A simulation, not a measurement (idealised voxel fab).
The process module presented herein is designated voxel transistor to metal.
Cross-section cut: width 165 nm, square cells of 5 nm.
Notation: cross-section as square-cell grid; stated in bands, top first, going down; one or more cell rows per band. Each band's line starts with the height of the band's top and of its bottom, in nm. Then come its materials from left to right, each with its width in nm. One material with "full width" fills the band from edge to edge. "blank" is empty space. Heights from 0 (as-received wafer is one material below). Bottom band endless downward, as "top 0, no bottom". When a width is written as two numbers, as in "30->40", the first number is the width in the top row of cells of the band and the second is the width in its bottom row, and the width changes by the same amount from each row to the next. "remains unaltered" -> step changed no cross-section cell. Basically, "Trapped voids" tells you about the enclosed voids: empty spaces with no open way to the top, 8 cells or bigger, each written width x height at distance, where distance is from the left edge, all in nm. On a step's line, text after the settings is the simulator commenting on that step. Each step line may optionally specify "overlay nm", which for a step with a mask gives the rightward distance between the mask's planned place and where it lay, a negative value indicating the leftward direction.
These are the steps we planned for the process:
1. RECEIVE | material Si
2. OXIDIZE | depth nm 5
3. CONFORMAL_DEP | material SiN | thk nm 10
4. MASKED_ETCH | tone cover | mask id ACTIVE | width nm 115 | etch materials SiN | depth nm 10 | overlay nm 0
5. MASKED_ETCH | tone cover | mask id ACTIVE | width nm 115 | etch materials SiO2 | depth nm 5 | overlay nm 0
6. MASKED_ETCH | tone cover | mask id ACTIVE | width nm 115 | etch materials Si | depth nm 30 | overlay nm 0
7. OXIDIZE | depth nm 5
8. FILL_DEP | material SiO2 | thk nm 10
9. CMP | height nm 10
10. SELECTIVE_ETCH | etch materials SiO2 | depth nm 5
11. STRIP | etch materials SiN
12. SELECTIVE_ETCH | etch materials SiO2 | depth nm 5
13. OXIDIZE | depth nm 5
14. DIRECTIONAL_DEP | material polySi | thk nm 20
15. DIRECTIONAL_DEP | material SiCN | thk nm 15
16. DIRECTIONAL_DEP | material aC | thk nm 15
17. PATTERN | tone cover | mask id GATE | material resist | width nm 25 | thk nm 35 | overlay nm 0
18. DIRECTIONAL_ETCH | etch materials aC | depth nm 15
19. STRIP | etch materials resist
20. DIRECTIONAL_ETCH | etch materials SiCN | depth nm 25
21. DIRECTIONAL_ETCH | etch materials polySi | depth nm 30
22. STRIP | etch materials aC
23. CONFORMAL_DEP | material SiN | thk nm 10
24. DIRECTIONAL_ETCH | etch materials SiN | depth nm 10
25. DIRECTIONAL_ETCH | etch materials SiO2 | depth nm 5
26. EPI | material pSi | thk nm 5
27. FILL_DEP | material SiO2 | thk nm 5
28. CMP | height nm 15
29. STRIP | etch materials polySi
30. SELECTIVE_ETCH | etch materials SiO2 | depth nm 5
31. CONFORMAL_DEP | material HfO2 | thk nm 5
32. CONFORMAL_DEP | material TiN | thk nm 5
33. FILL_DEP | material W | thk nm 10
34. CMP | height nm 10
35. DIRECTIONAL_DEP | material SiO2 | thk nm 15
36. DIRECTIONAL_DEP | material aC | thk nm 10
37. PATTERN | tone open | mask id CONTACT | material resist | width nm 20 | pitch nm 85 | thk nm 25 | overlay nm 0
38. DIRECTIONAL_ETCH | etch materials aC | depth nm 10
39. STRIP | etch materials resist
40. DIRECTIONAL_ETCH | etch materials SiO2 | depth nm 30
41. STRIP | etch materials aC
42. CONFORMAL_DEP | material TiN | thk nm 5
43. FILL_DEP | material W | thk nm 5
44. CMP | height nm 25
45. CONFORMAL_DEP | material SiCN | thk nm 5
46. DIRECTIONAL_DEP | material SiO2 | thk nm 20
47. MASKED_ETCH | tone open | mask id METAL_1 | width nm 20 | pitch nm 85 | etch materials SiO2 | depth nm 20 | overlay nm 0
48. MASKED_ETCH | tone open | mask id METAL_1 | width nm 20 | pitch nm 85 | etch materials SiCN | depth nm 5 | overlay nm 0
49. CONFORMAL_DEP | material TiN | thk nm 5
50. FILL_DEP | material Cu | thk nm 5
51. CMP | height nm 50
52. CONFORMAL_DEP | material SiCN | thk nm 5
Where the wafers of this document differ is in the thk nm of step 42; they start out the same, and the plan states the value that applied to the first wafer.
So this is the first of several wafers, cross-sectioned as it came to us, meaning it's at the end of step 1:
    top 0, no bottom = Si full width
    Trapped voids: none
What follows is a table in which each wafer occupies a row; for the wafer as it stands at the close of the module, the row states, material by material, how many cells have been gained (+) or lost (-) since receipt, and then gives its closed voids:
thk nm 5, +16 Cu, +13 HfO2, -138 Si, +58 SiCN, +16 SiN, +305 SiO2, +59 TiN, +22 W, +12 pSi, Trapped voids: none
thk nm 10, +16 Cu, +13 HfO2, -138 Si, +58 SiCN, +16 SiN, +305 SiO2, +79 TiN, +2 W, +12 pSi, Trapped voids: none
thk nm 15, +16 Cu, +13 HfO2, -138 Si, +58 SiCN, +16 SiN, +305 SiO2, +79 TiN, +2 W, +12 pSi, Trapped voids: none
thk nm 20, +16 Cu, +13 HfO2, -138 Si, +58 SiCN, +16 SiN, +305 SiO2, +79 TiN, +2 W, +12 pSi, Trapped voids: none
